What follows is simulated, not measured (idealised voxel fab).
Process module name: voxel double patterning
Cross-section cut: width 235 nm, square cells of 5 nm.
Throughout this document, each cross-section is represented as a grid of square cells and is presented as a sequence of bands enumerated from the top downward, where a band comprises one or more rows of cells.
Heights first: top, then bottom, in nm. Then materials, left to right, each with a width in nm. "everywhere" on a single material: fills the band edge to edge. "blank": empty space.
Heights are reckoned from 0. Under this level, the received wafer is all of one material. The bottommost band is open-ended downward, for example "0 nm and below".
Think of "30..40" as a width that walks from the first number to the second as you go down the band, top row to bottom row, taking equal-sized steps from row to row.
"nothing altered" means the step left every cell of the cross-section as it was.
"Closed cavity list" enumerates empty spaces isolated from the top, with no open way to it, that contain at least 8 cells, giving each as width x height at distance from the left edge, all three in nm.
Heads up: the bit after the settings on a step's line is the simulator's remark on that step.
Steps that use a mask can have "overlay nm" on their line. It says how far the mask sat to the right of where it was meant to be. Negative means to the left.
Reading key. Pairs: pre-step and post-step cross-section, one process step apart; post-step view only to lowest changed band. Step between + settings: beneath pair. Runs: pairs may be from different runs of this module, same starting wafer. Continuation from pair above: only where "Pre-process cross-section" entry says.

## Pre-process cross-section
	0 nm and below | Si everywhere
	Closed cavity list: none

## Post-Process View
	10 nm to 0 nm | SiO2 everywhere
	Below 0, no change.
	Closed cavity list: none
The step that takes the structure from the upper cross-section to the lower one is CONFORMAL_DEP [material SiO2] [thk nm 10]

Pre-process cross-section: per the after cross-section of the pair just above.

## Post-Process View
	25 nm to 10 nm | W everywhere
	Below 10, no change.
	Closed cavity list: none
The step that takes the structure from the upper cross-section to the lower one is DIRECTIONAL_DEP [material W] [thk nm 15]

Pre-process cross-section: per the after cross-section of the pair just above.

## Post-Process View
	35 nm to 25 nm | SiN everywhere
	Below 25, no change.
	Closed cavity list: none
The step that takes the structure from the upper cross-section to the lower one is DIRECTIONAL_DEP [material SiN] [thk nm 10]

Pre-process cross-section: per the after cross-section of the pair just above.

## Post-Process View
	50 nm to 35 nm | aC everywhere
	Below 35, no change.
	Closed cavity list: none
The step that takes the structure from the upper cross-section to the lower one is DIRECTIONAL_DEP [material aC] [thk nm 15]

Pre-process cross-section: per the after cross-section of the pair just above.

## Post-Process View
	85 nm to 50 nm | resist: 60, then blank: 15, then resist: 35, then blank: 15, then resist: 35, then blank: 15, then resist: 60
	Below 50, no change.
	Closed cavity list: none
The step that takes the structure from the upper cross-section to the lower one is PATTERN [tone open] [mask id FIRST] [material resist] [width nm 15] [pitch nm 50] [thk nm 35] [overlay nm 0]

Pre-process cross-section: per the after cross-section of the pair just above.

## Post-Process View
	70 nm to 50 nm | resist: 60, then blank: 15, then resist: 35, then blank: 15, then resist: 35, then blank: 15, then resist: 60
	50 nm to 35 nm | aC: 60, then blank: 15, then aC: 35, then blank: 15, then aC: 35, then blank: 15, then aC: 60
	Below 35, no change.
	Closed cavity list: none
The step that takes the structure from the upper cross-section to the lower one is DIRECTIONAL_ETCH [etch materials aC] [depth nm 15]

Pre-process cross-section: per the after cross-section of the pair just above.

## Post-Process View
	50 nm to 35 nm | aC: 60, then blank: 15, then aC: 35, then blank: 15, then aC: 35, then blank: 15, then aC: 60
	Below 35, no change.
	Closed cavity list: none
The step that takes the structure from the upper cross-section to the lower one is STRIP [etch materials resist]

Pre-process cross-section: per the after cross-section of the pair just above.

## Post-Process View
	50 nm to 35 nm | aC: 60, then blank: 15, then aC: 35, then blank: 15, then aC: 35, then blank: 15, then aC: 60
	35 nm to 25 nm | SiN: 60, then blank: 15, then SiN: 35, then blank: 15, then SiN: 35, then blank: 15, then SiN: 60
	Below 25, no change.
	Closed cavity list: none
The step that takes the structure from the upper cross-section to the lower one is DIRECTIONAL_ETCH [etch materials SiN] [depth nm 10]

Pre-process cross-section: per the after cross-section of the pair just above.

## Post-Process View
	35 nm to 25 nm | SiN: 60, then blank: 15, then SiN: 35, then blank: 15, then SiN: 35, then blank: 15, then SiN: 60
	Below 25, no change.
	Closed cavity list: none
The step that takes the structure from the upper cross-section to the lower one is STRIP [etch materials aC]

Pre-process cross-section: per the after cross-section of the pair just above.

## Post-Process View
	50 nm to 35 nm | resist: 85, then blank: 15, then resist: 35, then blank: 15, then resist: 85
	35 nm to 25 nm | SiN: 60, then resist: 15, then SiN: 35, then resist: 15, then SiN: 35, then resist: 15, then SiN: 60
	Below 25, no change.
	Closed cavity list: none
The step that takes the structure from the upper cross-section to the lower one is PATTERN [tone open] [mask id SECOND] [material resist] [width nm 15] [pitch nm 50] [thk nm 15] [overlay nm 0]

Pre-process cross-section: per the after cross-section of the pair just above.

## Post-Process View
	50 nm to 35 nm | resist: 85, then blank: 15, then resist: 35, then blank: 15, then resist: 85
	35 nm to 25 nm | SiN: 60, then resist: 15, then SiN: 10, then blank: 15, then SiN: 10, then resist: 15, then SiN: 10, then blank: 15, then SiN: 10, then resist: 15, then SiN: 60
	Below 25, no change.
	Closed cavity list: none
The step that takes the structure from the upper cross-section to the lower one is DIRECTIONAL_ETCH [etch materials SiN] [depth nm 10]

Pre-process cross-section: per the after cross-section of the pair just above.

## Post-Process View
	35 nm to 25 nm | SiN: 60, then blank: 15, then SiN: 10, then blank: 15, then SiN: 10, then blank: 15, then SiN: 10, then blank: 15, then SiN: 10, then blank: 15, then SiN: 60
	Below 25, no change.
	Closed cavity list: none
The step that takes the structure from the upper cross-section to the lower one is STRIP [etch materials resist]

Pre-process cross-section: per the after cross-section of the pair just above.

## Post-Process View
	35 nm to 25 nm | SiN: 60, then blank: 15, then SiN: 10, then blank: 15, then SiN: 10, then blank: 15, then SiN: 10, then blank: 15, then SiN: 10, then blank: 15, then SiN: 60
	25 nm to 10 nm | W: 60, then blank: 15, then W: 10, then blank: 15, then W: 10, then blank: 15, then W: 10, then blank: 15, then W: 10, then blank: 15, then W: 60
	Below 10, no change.
	Closed cavity list: none
The step that takes the structure from the upper cross-section to the lower one is DIRECTIONAL_ETCH [etch materials W] [depth nm 15]

Pre-process cross-section: per the after cross-section of the pair just above.

## Post-Process View
	25 nm to 10 nm | W: 60, then blank: 15, then W: 10, then blank: 15, then W: 10, then blank: 15, then W: 10, then blank: 15, then W: 10, then blank: 15, then W: 60
	Below 10, no change.
	Closed cavity list: none
The step that takes the structure from the upper cross-section to the lower one is STRIP [etch materials SiN]

## Pre-process cross-section
	0 nm and below | Si everywhere
	Closed cavity list: none

## Post-Process View
	15 nm to 0 nm | W everywhere
	Below 0, no change.
	Closed cavity list: none
The step that takes the structure from the upper cross-section to the lower one is DIRECTIONAL_DEP [material W] [thk nm 15]

Pre-process cross-section: per the after cross-section of the pair just above.

## Post-Process View
	25 nm to 15 nm | SiN everywhere
	Below 15, no change.
	Closed cavity list: none
The step that takes the structure from the upper cross-section to the lower one is DIRECTIONAL_DEP [material SiN] [thk nm 10]

Pre-process cross-section: per the after cross-section of the pair just above.

## Post-Process View
	40 nm to 25 nm | aC everywhere
	Below 25, no change.
	Closed cavity list: none
The step that takes the structure from the upper cross-section to the lower one is DIRECTIONAL_DEP [material aC] [thk nm 15]

Pre-process cross-section: per the after cross-section of the pair just above.

## Post-Process View
	75 nm to 40 nm | resist: 60, then blank: 15, then resist: 35, then blank: 15, then resist: 35, then blank: 15, then resist: 60
	Below 40, no change.
	Closed cavity list: none
The step that takes the structure from the upper cross-section to the lower one is PATTERN [tone open] [mask id FIRST] [material resist] [width nm 15] [pitch nm 50] [thk nm 35] [overlay nm 0]

Pre-process cross-section: per the after cross-section of the pair just above.

## Post-Process View
	60 nm to 40 nm | resist: 60, then blank: 15, then resist: 35, then blank: 15, then resist: 35, then blank: 15, then resist: 60
	40 nm to 25 nm | aC: 60, then blank: 15, then aC: 35, then blank: 15, then aC: 35, then blank: 15, then aC: 60
	Below 25, no change.
	Closed cavity list: none
The step that takes the structure from the upper cross-section to the lower one is DIRECTIONAL_ETCH [etch materials aC] [depth nm 15]

Pre-process cross-section: per the after cross-section of the pair just above.

## Post-Process View
	40 nm to 25 nm | aC: 60, then blank: 15, then aC: 35, then blank: 15, then aC: 35, then blank: 15, then aC: 60
	Below 25, no change.
	Closed cavity list: none
The step that takes the structure from the upper cross-section to the lower one is STRIP [etch materials resist]

Pre-process cross-section: per the after cross-section of the pair just above.

## Post-Process View
	40 nm to 25 nm | aC: 60, then blank: 15, then aC: 35, then blank: 15, then aC: 35, then blank: 15, then aC: 60
	25 nm to 15 nm | SiN: 60, then blank: 15, then SiN: 35, then blank: 15, then SiN: 35, then blank: 15, then SiN: 60
	Below 15, no change.
	Closed cavity list: none
The step that takes the structure from the upper cross-section to the lower one is DIRECTIONAL_ETCH [etch materials SiN] [depth nm 10]

Pre-process cross-section: per the after cross-section of the pair just above.

## Post-Process View
	25 nm to 15 nm | SiN: 60, then blank: 15, then SiN: 35, then blank: 15, then SiN: 35, then blank: 15, then SiN: 60
	Below 15, no change.
	Closed cavity list: none
The step that takes the structure from the upper cross-section to the lower one is STRIP [etch materials aC]

Pre-process cross-section: per the after cross-section of the pair just above.

## Post-Process View
	40 nm to 25 nm | resist: 85, then blank: 15, then resist: 35, then blank: 15, then resist: 85
	25 nm to 15 nm | SiN: 60, then resist: 15, then SiN: 35, then resist: 15, then SiN: 35, then resist: 15, then SiN: 60
	Below 15, no change.
	Closed cavity list: none
The step that takes the structure from the upper cross-section to the lower one is PATTERN [tone open] [mask id SECOND] [material resist] [width nm 15] [pitch nm 50] [thk nm 15] [overlay nm 0]

Pre-process cross-section: per the after cross-section of the pair just above.

## Post-Process View
	40 nm to 25 nm | resist: 85, then blank: 15, then resist: 35, then blank: 15, then resist: 85
	25 nm to 15 nm | SiN: 60, then resist: 15, then SiN: 10, then blank: 15, then SiN: 10, then resist: 15, then SiN: 10, then blank: 15, then SiN: 10, then resist: 15, then SiN: 60
	Below 15, no change.
	Closed cavity list: none
The step that takes the structure from the upper cross-section to the lower one is DIRECTIONAL_ETCH [etch materials SiN] [depth nm 10]

Pre-process cross-section: per the after cross-section of the pair just above.

## Post-Process View
	25 nm to 15 nm | SiN: 60, then blank: 15, then SiN: 10, then blank: 15, then SiN: 10, then blank: 15, then SiN: 10, then blank: 15, then SiN: 10, then blank: 15, then SiN: 60
	Below 15, no change.
	Closed cavity list: none
The step that takes the structure from the upper cross-section to the lower one is STRIP [etch materials resist]

Pre-process cross-section: per the after cross-section of the pair just above.

## Post-Process View
	25 nm to 15 nm | SiN: 60, then blank: 15, then SiN: 10, then blank: 15, then SiN: 10, then blank: 15, then SiN: 10, then blank: 15, then SiN: 10, then blank: 15, then SiN: 60
	15 nm to 0 nm | W: 60, then blank: 15, then W: 10, then blank: 15, then W: 10, then blank: 15, then W: 10, then blank: 15, then W: 10, then blank: 15, then W: 60
	Below 0, no change.
	Closed cavity list: none
The step that takes the structure from the upper cross-section to the lower one is DIRECTIONAL_ETCH [etch materials W] [depth nm 15]

Pre-process cross-section: per the after cross-section of the pair just above.

## Post-Process View
	15 nm to 0 nm | W: 60, then blank: 15, then W: 10, then blank: 15, then W: 10, then blank: 15, then W: 10, then blank: 15, then W: 10, then blank: 15, then W: 60
	Below 0, no change.
	Closed cavity list: none
The step that takes the structure from the upper cross-section to the lower one is STRIP [etch materials SiN]

## Pre-process cross-section
	25 nm to 10 nm | W everywhere
	10 nm to 0 nm | SiO2 everywhere
	0 nm and below | Si everywhere
	Closed cavity list: none

## Post-Process View
	40 nm to 10 nm | W everywhere
	Below 10, no change.
	Closed cavity list: none
The step that takes the structure from the upper cross-section to the lower one is DIRECTIONAL_DEP [material W] [thk nm 15]

Pre-process cross-section: per the after cross-section of the pair just above.

## Post-Process View
	50 nm to 40 nm | SiN everywhere
	Below 40, no change.
	Closed cavity list: none
The step that takes the structure from the upper cross-section to the lower one is DIRECTIONAL_DEP [material SiN] [thk nm 10]

Pre-process cross-section: per the after cross-section of the pair just above.

## Post-Process View
	65 nm to 50 nm | aC everywhere
	Below 50, no change.
	Closed cavity list: none
The step that takes the structure from the upper cross-section to the lower one is DIRECTIONAL_DEP [material aC] [thk nm 15]

Pre-process cross-section: per the after cross-section of the pair just above.

## Post-Process View
	100 nm to 65 nm | resist: 60, then blank: 15, then resist: 35, then blank: 15, then resist: 35, then blank: 15, then resist: 60
	Below 65, no change.
	Closed cavity list: none
The step that takes the structure from the upper cross-section to the lower one is PATTERN [tone open] [mask id FIRST] [material resist] [width nm 15] [pitch nm 50] [thk nm 35] [overlay nm 0]

Pre-process cross-section: per the after cross-section of the pair just above.

## Post-Process View
	85 nm to 65 nm | resist: 60, then blank: 15, then resist: 35, then blank: 15, then resist: 35, then blank: 15, then resist: 60
	65 nm to 50 nm | aC: 60, then blank: 15, then aC: 35, then blank: 15, then aC: 35, then blank: 15, then aC: 60
	Below 50, no change.
	Closed cavity list: none
The step that takes the structure from the upper cross-section to the lower one is DIRECTIONAL_ETCH [etch materials aC] [depth nm 15]

Pre-process cross-section: per the after cross-section of the pair just above.

## Post-Process View
	65 nm to 50 nm | aC: 60, then blank: 15, then aC: 35, then blank: 15, then aC: 35, then blank: 15, then aC: 60
	Below 50, no change.
	Closed cavity list: none
The step that takes the structure from the upper cross-section to the lower one is STRIP [etch materials resist]

Pre-process cross-section: per the after cross-section of the pair just above.

## Post-Process View
	65 nm to 50 nm | aC: 60, then blank: 15, then aC: 35, then blank: 15, then aC: 35, then blank: 15, then aC: 60
	50 nm to 40 nm | SiN: 60, then blank: 15, then SiN: 35, then blank: 15, then SiN: 35, then blank: 15, then SiN: 60
	Below 40, no change.
	Closed cavity list: none
The step that takes the structure from the upper cross-section to the lower one is DIRECTIONAL_ETCH [etch materials SiN] [depth nm 10]

Pre-process cross-section: per the after cross-section of the pair just above.

## Post-Process View
	50 nm to 40 nm | SiN: 60, then blank: 15, then SiN: 35, then blank: 15, then SiN: 35, then blank: 15, then SiN: 60
	Below 40, no change.
	Closed cavity list: none
The step that takes the structure from the upper cross-section to the lower one is STRIP [etch materials aC]

Pre-process cross-section: per the after cross-section of the pair just above.

## Post-Process View
	65 nm to 50 nm | resist: 85, then blank: 15, then resist: 35, then blank: 15, then resist: 85
	50 nm to 40 nm | SiN: 60, then resist: 15, then SiN: 35, then resist: 15, then SiN: 35, then resist: 15, then SiN: 60
	Below 40, no change.
	Closed cavity list: none
The step that takes the structure from the upper cross-section to the lower one is PATTERN [tone open] [mask id SECOND] [material resist] [width nm 15] [pitch nm 50] [thk nm 15] [overlay nm 0]

Pre-process cross-section: per the after cross-section of the pair just above.

## Post-Process View
	65 nm to 50 nm | resist: 85, then blank: 15, then resist: 35, then blank: 15, then resist: 85
	50 nm to 40 nm | SiN: 60, then resist: 15, then SiN: 10, then blank: 15, then SiN: 10, then resist: 15, then SiN: 10, then blank: 15, then SiN: 10, then resist: 15, then SiN: 60
	Below 40, no change.
	Closed cavity list: none
The step that takes the structure from the upper cross-section to the lower one is DIRECTIONAL_ETCH [etch materials SiN] [depth nm 10]

Pre-process cross-section: per the after cross-section of the pair just above.

## Post-Process View
	50 nm to 40 nm | SiN: 60, then blank: 15, then SiN: 10, then blank: 15, then SiN: 10, then blank: 15, then SiN: 10, then blank: 15, then SiN: 10, then blank: 15, then SiN: 60
	Below 40, no change.
	Closed cavity list: none
The step that takes the structure from the upper cross-section to the lower one is STRIP [etch materials resist]

Pre-process cross-section: per the after cross-section of the pair just above.

## Post-Process View
	50 nm to 40 nm | SiN: 60, then blank: 15, then SiN: 10, then blank: 15, then SiN: 10, then blank: 15, then SiN: 10, then blank: 15, then SiN: 10, then blank: 15, then SiN: 60
	40 nm to 25 nm | W: 60, then blank: 15, then W: 10, then blank: 15, then W: 10, then blank: 15, then W: 10, then blank: 15, then W: 10, then blank: 15, then W: 60
	Below 25, no change.
	Closed cavity list: none
The step that takes the structure from the upper cross-section to the lower one is DIRECTIONAL_ETCH [etch materials W] [depth nm 15]

Pre-process cross-section: per the after cross-section of the pair just above.

## Post-Process View
	40 nm to 25 nm | W: 60, then blank: 15, then W: 10, then blank: 15, then W: 10, then blank: 15, then W: 10, then blank: 15, then W: 10, then blank: 15, then W: 60
	Below 25, no change.
	Closed cavity list: none
The step that takes the structure from the upper cross-section to the lower one is STRIP [etch materials SiN]

## Pre-process cross-section
	15 nm to 0 nm | W everywhere
	0 nm and below | Si everywhere
	Closed cavity list: none

## Post-Process View
	25 nm to 15 nm | SiO2 everywhere
	Below 15, no change.
	Closed cavity list: none
The step that takes the structure from the upper cross-section to the lower one is CONFORMAL_DEP [material SiO2] [thk nm 10]

Pre-process cross-section: per the after cross-section of the pair just above.

## Post-Process View
	35 nm to 25 nm | SiN everywhere
	Below 25, no change.
	Closed cavity list: none
The step that takes the structure from the upper cross-section to the lower one is DIRECTIONAL_DEP [material SiN] [thk nm 10]

Pre-process cross-section: per the after cross-section of the pair just above.

## Post-Process View
	50 nm to 35 nm | aC everywhere
	Below 35, no change.
	Closed cavity list: none
The step that takes the structure from the upper cross-section to the lower one is DIRECTIONAL_DEP [material aC] [thk nm 15]

Pre-process cross-section: per the after cross-section of the pair just above.

## Post-Process View
	85 nm to 50 nm | resist: 60, then blank: 15, then resist: 35, then blank: 15, then resist: 35, then blank: 15, then resist: 60
	Below 50, no change.
	Closed cavity list: none
The step that takes the structure from the upper cross-section to the lower one is PATTERN [tone open] [mask id FIRST] [material resist] [width nm 15] [pitch nm 50] [thk nm 35] [overlay nm 0]

Pre-process cross-section: per the after cross-section of the pair just above.

## Post-Process View
	70 nm to 50 nm | resist: 60, then blank: 15, then resist: 35, then blank: 15, then resist: 35, then blank: 15, then resist: 60
	50 nm to 35 nm | aC: 60, then blank: 15, then aC: 35, then blank: 15, then aC: 35, then blank: 15, then aC: 60
	Below 35, no change.
	Closed cavity list: none
The step that takes the structure from the upper cross-section to the lower one is DIRECTIONAL_ETCH [etch materials aC] [depth nm 15]

Pre-process cross-section: per the after cross-section of the pair just above.

## Post-Process View
	50 nm to 35 nm | aC: 60, then blank: 15, then aC: 35, then blank: 15, then aC: 35, then blank: 15, then aC: 60
	Below 35, no change.
	Closed cavity list: none
The step that takes the structure from the upper cross-section to the lower one is STRIP [etch materials resist]

Pre-process cross-section: per the after cross-section of the pair just above.

## Post-Process View
	50 nm to 35 nm | aC: 60, then blank: 15, then aC: 35, then blank: 15, then aC: 35, then blank: 15, then aC: 60
	35 nm to 25 nm | SiN: 60, then blank: 15, then SiN: 35, then blank: 15, then SiN: 35, then blank: 15, then SiN: 60
	Below 25, no change.
	Closed cavity list: none
The step that takes the structure from the upper cross-section to the lower one is DIRECTIONAL_ETCH [etch materials SiN] [depth nm 10]

Pre-process cross-section: per the after cross-section of the pair just above.

## Post-Process View
	35 nm to 25 nm | SiN: 60, then blank: 15, then SiN: 35, then blank: 15, then SiN: 35, then blank: 15, then SiN: 60
	Below 25, no change.
	Closed cavity list: none
The step that takes the structure from the upper cross-section to the lower one is STRIP [etch materials aC]

Pre-process cross-section: per the after cross-section of the pair just above.

## Post-Process View
	50 nm to 35 nm | resist: 85, then blank: 15, then resist: 35, then blank: 15, then resist: 85
	35 nm to 25 nm | SiN: 60, then resist: 15, then SiN: 35, then resist: 15, then SiN: 35, then resist: 15, then SiN: 60
	Below 25, no change.
	Closed cavity list: none
The step that takes the structure from the upper cross-section to the lower one is PATTERN [tone open] [mask id SECOND] [material resist] [width nm 15] [pitch nm 50] [thk nm 15] [overlay nm 0]

Pre-process cross-section: per the after cross-section of the pair just above.

## Post-Process View
	50 nm to 35 nm | resist: 85, then blank: 15, then resist: 35, then blank: 15, then resist: 85
	35 nm to 25 nm | SiN: 60, then resist: 15, then SiN: 10, then blank: 15, then SiN: 10, then resist: 15, then SiN: 10, then blank: 15, then SiN: 10, then resist: 15, then SiN: 60
	Below 25, no change.
	Closed cavity list: none
The step that takes the structure from the upper cross-section to the lower one is DIRECTIONAL_ETCH [etch materials SiN] [depth nm 10]

Pre-process cross-section: per the after cross-section of the pair just above.

## Post-Process View
	35 nm to 25 nm | SiN: 60, then blank: 15, then SiN: 10, then blank: 15, then SiN: 10, then blank: 15, then SiN: 10, then blank: 15, then SiN: 10, then blank: 15, then SiN: 60
	Below 25, no change.
	Closed cavity list: none
The step that takes the structure from the upper cross-section to the lower one is STRIP [etch materials resist]

Pre-process cross-section: per the after cross-section of the pair just above.

## Post-Process View
	25 nm to 15 nm | SiO2 everywhere
	Below 15, no change.
	Closed cavity list: none
The step that takes the structure from the upper cross-section to the lower one is STRIP [etch materials SiN]

## Pre-process cross-section
	35 nm to 25 nm | SiN: 60, then blank: 15, then SiN: 10, then blank: 15, then SiN: 10, then blank: 15, then SiN: 10, then blank: 15, then SiN: 10, then blank: 15, then SiN: 60
	25 nm to 10 nm | W everywhere
	10 nm to 0 nm | SiO2 everywhere
	0 nm and below | Si everywhere
	Closed cavity list: none

## Post-Process View
	35 nm to 25 nm | SiN: 60, then blank: 15, then SiN: 10, then blank: 15, then SiN: 10, then blank: 15, then SiN: 10, then blank: 15, then SiN: 10, then blank: 15, then SiN: 60
	25 nm to 15 nm | W: 60, then blank: 15, then W: 10, then blank: 15, then W: 10, then blank: 15, then W: 10, then blank: 15, then W: 10, then blank: 15, then W: 60
	Below 15, no change.
	Closed cavity list: none
The step that takes the structure from the upper cross-section to the lower one is DIRECTIONAL_ETCH [etch materials W] [depth nm 10]

Pre-process cross-section: per the after cross-section of the pair just above.

## Post-Process View
	25 nm to 15 nm | W: 60, then blank: 15, then W: 10, then blank: 15, then W: 10, then blank: 15, then W: 10, then blank: 15, then W: 10, then blank: 15, then W: 60
	Below 15, no change.
	Closed cavity list: none
The step that takes the structure from the upper cross-section to the lower one is STRIP [etch materials SiN]

## Pre-process cross-section
	35 nm to 25 nm | SiN: 60, then blank: 15, then SiN: 35, then blank: 15, then SiN: 35, then blank: 15, then SiN: 60
	25 nm to 10 nm | W everywhere
	10 nm to 0 nm | SiO2 everywhere
	0 nm and below | Si everywhere
	Closed cavity list: none

## Post-Process View
	50 nm to 35 nm | resist: 80, then blank: 25, then resist: 25, then blank: 25, then resist: 80
	35 nm to 25 nm | SiN: 60, then resist: 15, then SiN: 35, then resist: 15, then SiN: 35, then resist: 15, then SiN: 60
	Below 25, no change.
	Closed cavity list: none
The step that takes the structure from the upper cross-section to the lower one is PATTERN [tone open] [mask id SECOND] [material resist] [width nm 25] [pitch nm 50] [thk nm 15] [overlay nm 0]

Pre-process cross-section: per the after cross-section of the pair just above.

## Post-Process View
	50 nm to 35 nm | resist: 80, then blank: 25, then resist: 25, then blank: 25, then resist: 80
	35 nm to 25 nm | SiN: 60, then resist: 15, then SiN: 5, then blank: 25, then SiN: 5, then resist: 15, then SiN: 5, then blank: 25, then SiN: 5, then resist: 15, then SiN: 60
	Below 25, no change.
	Closed cavity list: none
The step that takes the structure from the upper cross-section to the lower one is DIRECTIONAL_ETCH [etch materials SiN] [depth nm 10]

Pre-process cross-section: per the after cross-section of the pair just above.

## Post-Process View
	35 nm to 25 nm | SiN: 60, then blank: 15, then SiN: 5, then blank: 25, then SiN: 5, then blank: 15, then SiN: 5, then blank: 25, then SiN: 5, then blank: 15, then SiN: 60
	Below 25, no change.
	Closed cavity list: none
The step that takes the structure from the upper cross-section to the lower one is STRIP [etch materials resist]

Pre-process cross-section: per the after cross-section of the pair just above.

## Post-Process View
	35 nm to 25 nm | SiN: 60, then blank: 15, then SiN: 5, then blank: 25, then SiN: 5, then blank: 15, then SiN: 5, then blank: 25, then SiN: 5, then blank: 15, then SiN: 60
	25 nm to 10 nm | W: 60, then blank: 15, then W: 5, then blank: 25, then W: 5, then blank: 15, then W: 5, then blank: 25, then W: 5, then blank: 15, then W: 60
	Below 10, no change.
	Closed cavity list: none
The step that takes the structure from the upper cross-section to the lower one is DIRECTIONAL_ETCH [etch materials W] [depth nm 15]

Pre-process cross-section: per the after cross-section of the pair just above.

## Post-Process View
	25 nm to 10 nm | W: 60, then blank: 15, then W: 5, then blank: 25, then W: 5, then blank: 15, then W: 5, then blank: 25, then W: 5, then blank: 15, then W: 60
	Below 10, no change.
	Closed cavity list: none
The step that takes the structure from the upper cross-section to the lower one is STRIP [etch materials SiN]

## Pre-process cross-section
	35 nm to 25 nm | SiN: 60, then blank: 15, then SiN: 35, then blank: 15, then SiN: 35, then blank: 15, then SiN: 60
	25 nm to 10 nm | W everywhere
	10 nm to 0 nm | SiO2 everywhere
	0 nm and below | Si everywhere
	Closed cavity list: none

## Post-Process View
	50 nm to 35 nm | resist: 75, then blank: 15, then resist: 35, then blank: 15, then resist: 95
	35 nm to 25 nm | SiN: 60, then resist: 15, then SiN: 35, then resist: 15, then SiN: 35, then resist: 15, then SiN: 60
	Below 25, no change.
	Closed cavity list: none
The step that takes the structure from the upper cross-section to the lower one is PATTERN [tone open] [mask id SECOND] [material resist] [width nm 15] [pitch nm 50] [thk nm 15] [overlay nm -10]

Pre-process cross-section: per the after cross-section of the pair just above.

## Post-Process View
	50 nm to 35 nm | resist: 75, then blank: 15, then resist: 35, then blank: 15, then resist: 95
	35 nm to 25 nm | SiN: 60, then resist: 15, then blank: 15, then SiN: 20, then resist: 15, then blank: 15, then SiN: 20, then resist: 15, then SiN: 60
	Below 25, no change.
	Closed cavity list: none
The step that takes the structure from the upper cross-section to the lower one is DIRECTIONAL_ETCH [etch materials SiN] [depth nm 10]

Pre-process cross-section: per the after cross-section of the pair just above.

## Post-Process View
	35 nm to 25 nm | SiN: 60, then blank: 30, then SiN: 20, then blank: 30, then SiN: 20, then blank: 15, then SiN: 60
	Below 25, no change.
	Closed cavity list: none
The step that takes the structure from the upper cross-section to the lower one is STRIP [etch materials resist]

Pre-process cross-section: per the after cross-section of the pair just above.

## Post-Process View
	35 nm to 25 nm | SiN: 60, then blank: 30, then SiN: 20, then blank: 30, then SiN: 20, then blank: 15, then SiN: 60
	25 nm to 10 nm | W: 60, then blank: 30, then W: 20, then blank: 30, then W: 20, then blank: 15, then W: 60
	Below 10, no change.
	Closed cavity list: none
The step that takes the structure from the upper cross-section to the lower one is DIRECTIONAL_ETCH [etch materials W] [depth nm 15]

Pre-process cross-section: per the after cross-section of the pair just above.

## Post-Process View
	25 nm to 10 nm | W: 60, then blank: 30, then W: 20, then blank: 30, then W: 20, then blank: 15, then W: 60
	Below 10, no change.
	Closed cavity list: none
The step that takes the structure from the upper cross-section to the lower one is STRIP [etch materials SiN]

## Pre-process cross-section
	25 nm to 10 nm | W everywhere
	10 nm to 0 nm | SiO2 everywhere
	0 nm and below | Si everywhere
	Closed cavity list: none

## Post-Process View
	35 nm to 25 nm | SiO2 everywhere
	Below 25, no change.
	Closed cavity list: none
The step that takes the structure from the upper cross-section to the lower one is DIRECTIONAL_DEP [material SiO2] [thk nm 10]

Pre-process cross-section: per the after cross-section of the pair just above.

## Post-Process View
	50 nm to 35 nm | aC everywhere
	Below 35, no change.
	Closed cavity list: none
The step that takes the structure from the upper cross-section to the lower one is DIRECTIONAL_DEP [material aC] [thk nm 15]

Pre-process cross-section: per the after cross-section of the pair just above.

## Post-Process View
	85 nm to 50 nm | resist: 60, then blank: 15, then resist: 35, then blank: 15, then resist: 35, then blank: 15, then resist: 60
	Below 50, no change.
	Closed cavity list: none
The step that takes the structure from the upper cross-section to the lower one is PATTERN [tone open] [mask id FIRST] [material resist] [width nm 15] [pitch nm 50] [thk nm 35] [overlay nm 0]

Pre-process cross-section: per the after cross-section of the pair just above.

## Post-Process View
	70 nm to 50 nm | resist: 60, then blank: 15, then resist: 35, then blank: 15, then resist: 35, then blank: 15, then resist: 60
	50 nm to 35 nm | aC: 60, then blank: 15, then aC: 35, then blank: 15, then aC: 35, then blank: 15, then aC: 60
	Below 35, no change.
	Closed cavity list: none
The step that takes the structure from the upper cross-section to the lower one is DIRECTIONAL_ETCH [etch materials aC] [depth nm 15]

Pre-process cross-section: per the after cross-section of the pair just above.

## Post-Process View
	50 nm to 35 nm | aC: 60, then blank: 15, then aC: 35, then blank: 15, then aC: 35, then blank: 15, then aC: 60
	Below 35, no change.
	Closed cavity list: none
The step that takes the structure from the upper cross-section to the lower one is STRIP [etch materials resist]

Pre-process cross-section: per the after cross-section of the pair just above.

## Post-Process View
	35 nm to 25 nm | SiO2 everywhere
	Below 25, no change.
	Closed cavity list: none
The step that takes the structure from the upper cross-section to the lower one is STRIP [etch materials aC]

Pre-process cross-section: per the after cross-section of the pair just above.

## Post-Process View
	50 nm to 35 nm | resist: 85, then blank: 15, then resist: 35, then blank: 15, then resist: 85
	Below 35, no change.
	Closed cavity list: none
The step that takes the structure from the upper cross-section to the lower one is PATTERN [tone open] [mask id SECOND] [material resist] [width nm 15] [pitch nm 50] [thk nm 15] [overlay nm 0]

Pre-process cross-section: per the after cross-section of the pair just above.

## Post-Process View
	35 nm to 25 nm | SiO2 everywhere
	Below 25, no change.
	Closed cavity list: none
The step that takes the structure from the upper cross-section to the lower one is STRIP [etch materials resist]

## Pre-process cross-section
	35 nm to 25 nm | SiN: 60, then blank: 15, then SiN: 35, then blank: 15, then SiN: 35, then blank: 15, then SiN: 60
	25 nm to 10 nm | W everywhere
	10 nm to 0 nm | SiO2 everywhere
	0 nm and below | Si everywhere
	Closed cavity list: none

## Post-Process View
	50 nm to 35 nm | blank: 85, then resist: 15, then blank: 35, then resist: 15, then blank: 85
	Below 35, no change.
	Closed cavity list: none
The step that takes the structure from the upper cross-section to the lower one is PATTERN [tone cover] [mask id SECOND] [material resist] [width nm 15] [pitch nm 50] [thk nm 15] [overlay nm 0]

Pre-process cross-section: per the after cross-section of the pair just above.

## Post-Process View
	50 nm to 35 nm | blank: 85, then resist: 15, then blank: 35, then resist: 15, then blank: 85
	35 nm to 25 nm | blank: 85, then SiN: 15, then blank: 35, then SiN: 15, then blank: 85
	Below 25, no change.
	Closed cavity list: none
The step that takes the structure from the upper cross-section to the lower one is DIRECTIONAL_ETCH [etch materials SiN] [depth nm 10]

Pre-process cross-section: per the after cross-section of the pair just above.

## Post-Process View
	35 nm to 25 nm | blank: 85, then SiN: 15, then blank: 35, then SiN: 15, then blank: 85
	Below 25, no change.
	Closed cavity list: none
The step that takes the structure from the upper cross-section to the lower one is STRIP [etch materials resist]
